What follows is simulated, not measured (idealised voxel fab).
process module | voxel double patterning
cross-section cut | 245 nm wide | cells 5 nm
A cross-section is a grid of square cells, given in bands from the top down. A band is one or more rows of cells.
Each band's line starts with the height of the band's top and of its bottom, in nm. Then come its materials from left to right, each with its width in nm. One material with "throughout" fills the band from edge to edge. "air" is empty space.
Height 0 is the level under which the wafer as received is all one material. The lowest band goes on downwards, as in "0 down".
A width such as "30 to 40" changes by the same amount from each row of cells to the next, from the band's top row to its bottom row.
"no change" after a step means that no cell of the cross-section changed.
closed voids: empty space of 8 cells or more with no open way to the top, each as width x height at its distance from the left edge, in nm
after a step's settings: what the simulator itself notes on the step
overlay nm, on a step with a mask: how far to the right of its planned place the mask lay; to the left if negative
plan
1 op RECEIVE | material Si
2 op CONFORMAL_DEP | material SiO2 | thk nm 10
3 op DIRECTIONAL_DEP | material W | thk nm 20
4 op DIRECTIONAL_DEP | material SiCN | thk nm 10
5 op MASKED_ETCH | tone open | mask id FIRST | width nm 15 | pitch nm 50 | etch materials SiCN | depth nm 10 | overlay nm 0
6 op MASKED_ETCH | tone open | mask id SECOND | width nm 15 | etch materials SiCN | depth nm 10 | overlay nm 0
7 op DIRECTIONAL_ETCH | etch materials W | depth nm 20
8 op STRIP | etch materials SiCN
first wafer, as planned
as received, after step 1
  0 down: Si throughout
  closed voids: none
after step 2
  10 to 0: SiO2 throughout
  below 0: unchanged
after step 3
  30 to 10: W throughout
  below 10: unchanged
after step 4
  40 to 30: SiCN throughout
  below 30: unchanged
after step 5
  40 to 30: SiCN 90 | air 15 | SiCN 35 | air 15 | SiCN 90
  below 30: unchanged
after step 6
  40 to 30: SiCN 90 | air 15 | SiCN 10 | air 15 | SiCN 10 | air 15 | SiCN 90
  below 30: unchanged
after step 7
  40 to 30: SiCN 90 | air 15 | SiCN 10 | air 15 | SiCN 10 | air 15 | SiCN 90
  30 to 10: W 90 | air 15 | W 10 | air 15 | W 10 | air 15 | W 90
  below 10: unchanged
after step 8
  30 to 10: W 90 | air 15 | W 10 | air 15 | W 10 | air 15 | W 90
  below 10: unchanged
second wafer: like start, like plan, one mistake. Through step 1 it matches the first wafer
when step 2 should have ended
  20 to 0: W throughout
  below 0: unchanged
when step 3 should have ended
  30 to 20: SiO2 throughout
  below 20: unchanged
when step 4 should have ended
  40 to 30: SiCN throughout
  below 30: unchanged
when step 5 should have ended
  40 to 30: SiCN 90 | air 15 | SiCN 35 | air 15 | SiCN 90
  below 30: unchanged
when step 6 should have ended
  40 to 30: SiCN 90 | air 15 | SiCN 10 | air 15 | SiCN 10 | air 15 | SiCN 90
  below 30: unchanged
when step 7 should have ended: no change
when step 8 should have ended
  30 to 20: SiO2 throughout
  below 20: unchanged
what went wrong: steps 2 and 3 were swapped
at the end the second wafer has, in cells: 36 more of W
